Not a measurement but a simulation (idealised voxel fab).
The document below concerns the process module designated voxel wiring stack.
The cross-section shown here is cut; it is 210 nm wide and divided into square cells measuring 5 nm on a side.
Square cells in a grid make up a cross-section in this document, and the grid is given as bands, listed from the top down, each one or more rows of cells. A band entry consists of two parts. The first gives the height of the band's top and the height of its bottom, in nm. The rest lists the band's materials from left to right, each with its width in nm. A single material labelled with the word "edge to edge" fills the band from edge to edge, and the word "empty" marks empty space. Height 0 is the level under which the wafer as received is all one material. The lowest band goes on downwards, as in "from 0 down". It should be noted that a width expressed as "30..40" varies in equal increments from row to row of cells within the band, taking the value of the first number at the top row and that of the second number at the bottom row. "nothing got changed" for a step: no cell of the cross-section changed in that step. The entry titled "Sealed cavities" provides the empty spaces that have no open way to the top, restricted to those of 8 cells or more. Each is presented as width x height at distance, the distance being measured from the left edge, with all three in nm. On each step's line, the part that comes after the settings is the simulator's own comment on the step. overlay nm: how far to the right of its planned place the mask lay on this masked step (negative: to the left).
Intended process steps:
1,RECEIVE with material Si
2,CONFORMAL_DEP with material SiO2, thk nm 15
3,DIRECTIONAL_DEP with material TiN, thk nm 5
4,DIRECTIONAL_DEP with material W, thk nm 25
5,DIRECTIONAL_DEP with material aC, thk nm 10
6,PATTERN with tone cover, mask id METAL_1, material resist, width nm 30, pitch nm 50, thk nm 30, overlay nm 0
7,DIRECTIONAL_ETCH with etch materials aC, depth nm 10
8,STRIP with etch materials resist
9,DIRECTIONAL_ETCH with etch materials W, depth nm 25
10,DIRECTIONAL_ETCH with etch materials TiN, depth nm 5
11,STRIP with etch materials aC
12,CONFORMAL_DEP with material SiCN, thk nm 5
13,FILL_DEP with material lowk, thk nm 10
14,CMP with height nm 45
15,CONFORMAL_DEP with material SiCN, thk nm 5
16,DIRECTIONAL_DEP with material lowk, thk nm 20
17,DIRECTIONAL_DEP with material aC, thk nm 10
18,PATTERN with tone open, mask id PLUG_1, material resist, width nm 15, pitch nm 100, thk nm 25, overlay nm 0
19,DIRECTIONAL_ETCH with etch materials aC, depth nm 10
20,STRIP with etch materials resist
21,DIRECTIONAL_ETCH with etch materials lowk, depth nm 20
22,DIRECTIONAL_ETCH with etch materials SiCN, depth nm 5
23,STRIP with etch materials aC
24,EPI with material Ru, thk nm 10
25,EPI with material Ru, thk nm 10
26,EPI with material Ru, thk nm 5
27,CONFORMAL_DEP with material SiCN, thk nm 5
28,DIRECTIONAL_DEP with material SiO2, thk nm 25
29,PATTERN with tone open, mask id METAL_2, material resist, width nm 30, pitch nm 50, thk nm 20, overlay nm 0
30,DIRECTIONAL_ETCH with etch materials SiO2, depth nm 25
31,DIRECTIONAL_ETCH with etch materials SiCN, depth nm 5
32,STRIP with etch materials resist
33,CONFORMAL_DEP with material TiN, thk nm 5
34,FILL_DEP with material Ru, thk nm 10
35,CMP with height nm 100
36,CONFORMAL_DEP with material SiCN, thk nm 5
37,DIRECTIONAL_DEP with material SiO2, thk nm 30
38,PATTERN with tone open, mask id METAL_3, material resist, width nm 30, pitch nm 50, thk nm 20, overlay nm 0
39,DIRECTIONAL_ETCH with etch materials SiO2, depth nm 20
40,STRIP with etch materials resist
41,MASKED_ETCH with tone open, mask id METAL_3_HOLES, width nm 15, pitch nm 50, etch materials SiO2, depth nm 10, overlay nm 0
42,MASKED_ETCH with tone open, mask id METAL_3_HOLES, width nm 15, pitch nm 50, etch materials SiCN, depth nm 5, overlay nm 0
43,CONFORMAL_DEP with material TiN, thk nm 5
44,FILL_DEP with material Cu, thk nm 5
45,CMP with height nm 135
46,CONFORMAL_DEP with material SiCN, thk nm 5
As-received state of the wafer in cross-section, equivalent to post-step 1:
from 0 down  Si edge to edge
Sealed cavities: none
First wafer of two, sectioned at end of module; run went per plan:
from 140 to 135  SiCN edge to edge
from 135 to 120  40 of SiO2  5 of TiN  20 of Cu  5 of TiN  20 of SiO2  5 of TiN  20 of Cu  5 of TiN  20 of SiO2  5 of TiN  20 of Cu  5 of TiN  40 of SiO2
from 120 to 115  40 of SiO2  5 of TiN  5 of Cu  20 of TiN  20 of SiO2  5 of TiN  5 of Cu  20 of TiN  20 of SiO2  5 of TiN  5 of Cu  20 of TiN  40 of SiO2
from 115 to 105  40 of SiO2  5 of TiN  5 of Cu  5 of TiN  35 of SiO2  5 of TiN  5 of Cu  5 of TiN  35 of SiO2  5 of TiN  5 of Cu  5 of TiN  55 of SiO2
from 105 to 100  40 of SiCN  15 of TiN  35 of SiCN  15 of TiN  35 of SiCN  15 of TiN  55 of SiCN
from 100 to 75  40 of SiO2  5 of TiN  20 of Ru  5 of TiN  20 of SiO2  5 of TiN  20 of Ru  5 of TiN  20 of SiO2  5 of TiN  20 of Ru  5 of TiN  40 of SiO2
from 75 to 70  40 of SiCN  30 of TiN  20 of SiCN  30 of TiN  20 of SiCN  30 of TiN  40 of SiCN
from 70 to 50  40 of lowk  15 of Ru  85 of lowk  15 of Ru  55 of lowk
from 50 to 45  40 of SiCN  15 of Ru  85 of SiCN  15 of Ru  55 of SiCN
from 45 to 20  35 of lowk  5 of SiCN  30 of W  5 of SiCN  10 of lowk  5 of SiCN  30 of W  5 of SiCN  10 of lowk  5 of SiCN  30 of W  5 of SiCN  35 of lowk
from 20 to 15  40 of SiCN  30 of TiN  20 of SiCN  30 of TiN  20 of SiCN  30 of TiN  40 of SiCN
from 15 to 0  SiO2 edge to edge
from 0 down  Si edge to edge
Sealed cavities: none
The second wafer, shown in cross-section after the module: started the same way as the first and given the same plan, yet one mistake crept into how it was run:
from 140 to 135  SiCN edge to edge
from 135 to 120  40 of SiO2  5 of TiN  20 of Cu  5 of TiN  20 of SiO2  5 of TiN  20 of Cu  5 of TiN  20 of SiO2  5 of TiN  20 of Cu  5 of TiN  40 of SiO2
from 120 to 115  40 of SiO2  5 of TiN  5 of Cu  20 of TiN  20 of SiO2  5 of TiN  5 of Cu  20 of TiN  20 of SiO2  5 of TiN  5 of Cu  20 of TiN  40 of SiO2
from 115 to 105  40 of SiO2  5 of TiN  5 of Cu  5 of TiN  35 of SiO2  5 of TiN  5 of Cu  5 of TiN  35 of SiO2  5 of TiN  5 of Cu  5 of TiN  55 of SiO2
from 105 to 100  40 of SiCN  15 of TiN  35 of SiCN  15 of TiN  35 of SiCN  15 of TiN  55 of SiCN
from 100 to 75  40 of SiO2  5 of TiN  20 of Ru  5 of TiN  20 of SiO2  5 of TiN  20 of Ru  5 of TiN  20 of SiO2  5 of TiN  20 of Ru  5 of TiN  40 of SiO2
from 75 to 70  40 of SiCN  30 of TiN  20 of SiCN  30 of TiN  20 of SiCN  30 of TiN  40 of SiCN
from 70 to 50  40 of lowk  5 of SiCN  5 of TiN  5 of SiCN  85 of lowk  5 of SiCN  5 of TiN  5 of SiCN  55 of lowk
from 50 to 45  45 of SiCN  5 of TiN  95 of SiCN  5 of TiN  60 of SiCN
from 45 to 20  40 of W  5 of SiCN  20 of lowk  5 of SiCN  20 of W  5 of SiCN  20 of lowk  5 of SiCN  20 of W  5 of SiCN  20 of lowk  5 of SiCN  40 of W
from 20 to 15  40 of TiN  30 of SiCN  20 of TiN  30 of SiCN  20 of TiN  30 of SiCN  40 of TiN
from 15 to 0  SiO2 edge to edge
from 0 down  Si edge to edge
Sealed cavities: none
what went wrong: step 6 was processed under conditions differing from the plan, specifically as PATTERN with tone open, mask id METAL_1, material resist, width nm 30, pitch nm 50, thk nm 30, overlay nm 0
Final difference in cells, second wafer against first, listed per material as more or fewer: Ru -30 | SiCN +14 | TiN +16 | W +30 | lowk -30
